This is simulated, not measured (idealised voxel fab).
The name of this process module is voxel self aligned contacts.
275 nm wide, 5 nm square cells: that's cross-section cut.
How to read a cross-section here: the picture is a grid of square cells, written as bands going from the top down, and any band can span one or more rows of cells. A band entry consists of two parts. The first gives the height of the band's top and the height of its bottom, in nm. The rest lists the band's materials from left to right, each with its width in nm. A single material labelled with the word "full width" fills the band from edge to edge, and the word "empty" marks empty space. Height is counted from the level 0, under which the received wafer is composed throughout of one material. The lowest of the bands is not closed at the bottom but continues downward, in the notation "0 and below". So if you see something like "30..40" for the width, read it as the top row of the band sitting at the first number and the bottom row at the second, with every row in between moving by the same amount as the last. Key: "no alteration" - step with no changed cell in the cross-section. Voids not open to the top, 8 cells minimum: see "Trapped cavities". Written width x height at distance; distance is from the left edge; nm. What comes after the settings on a step's line is commentary from the simulator itself on that step. On any step carrying a mask, the "overlay nm" setting, if present on the step's line, tells how far right of its planned place the mask lay; negative values point to the left.

SET OUT BELOW ARE THE PLANNED STEPS OF THE PROCESS
- 1: RECEIVE: material Si
- 2: OXIDIZE: depth nm 5
- 3: DIRECTIONAL_DEP: material polySi, thk nm 25
- 4: DIRECTIONAL_DEP: material SiN, thk nm 25
- 5: DIRECTIONAL_DEP: material aC, thk nm 15
- 6: PATTERN: tone cover, mask id GATE, material resist, width nm 35, pitch nm 80, thk nm 30, overlay nm 0
- 7: DIRECTIONAL_ETCH: etch materials aC, depth nm 15
- 8: STRIP: etch materials resist
- 9: DIRECTIONAL_ETCH: etch materials SiN, depth nm 25
- 10: DIRECTIONAL_ETCH: etch materials polySi, depth nm 25
- 11: STRIP: etch materials aC
- 12: CONFORMAL_DEP: material SiN, thk nm 10
- 13: DIRECTIONAL_ETCH: etch materials SiN, depth nm 10
- 14: FILL_DEP: material SiO2, thk nm 20
- 15: CMP: height nm 60
- 16: DIRECTIONAL_DEP: material aC, thk nm 10
- 17: PATTERN: tone open, mask id CONTACT, material resist, width nm 55, pitch nm 80, thk nm 25, overlay nm 0
- 18: DIRECTIONAL_ETCH: etch materials aC, depth nm 10
- 19: STRIP: etch materials resist
- 20: DIRECTIONAL_ETCH: etch materials SiO2, depth nm 65
- 21: STRIP: etch materials aC
- 22: CONFORMAL_DEP: material TiN, thk nm 5
- 23: FILL_DEP: material Ru, thk nm 10
- 24: CMP: height nm 60
- 25: CONFORMAL_DEP: material SiCN, thk nm 5

AS-RECEIVED STATE OF THE WAFER IN CROSS-SECTION, EQUIVALENT TO POST-STEP 1
* 0 and below = Si full width
* Trapped cavities: none

SAME STARTING WAFER, SAME PLAN AS ABOVE, ONE MISTAKE IN THE EXECUTION; THIS IS THE CROSS-SECTION AT THE END OF THE MODULE
* 65 down to 60 = SiCN full width
* 60 down to 50 = SiO2: 70  TiN: 5..20  Ru: 45..15  TiN: 5..20  SiO2: 25  TiN: 5..20  Ru: 45..15  TiN: 5..20  SiO2: 70
* 50 down to 25 = SiO2: 30  SiN: 55  TiN: 5  Ru: 15  TiN: 5  SiN: 55  TiN: 5  Ru: 15  TiN: 5  SiN: 55  SiO2: 30
* 25 down to 5 = SiO2: 30  SiN: 10  polySi: 35  SiN: 10  TiN: 5  Ru: 15  TiN: 5  SiN: 10  polySi: 35  SiN: 10  TiN: 5  Ru: 15  TiN: 5  SiN: 10  polySi: 35  SiN: 10  SiO2: 30
* 5 down to 0 = SiO2: 30  SiN: 10  polySi: 35  SiN: 10  TiN: 25  SiN: 10  polySi: 35  SiN: 10  TiN: 25  SiN: 10  polySi: 35  SiN: 10  SiO2: 30
* 0 and below = Si full width
* Trapped cavities: none
So what did we get wrong on this run? step 2 of the plan never got run, it was skipped over
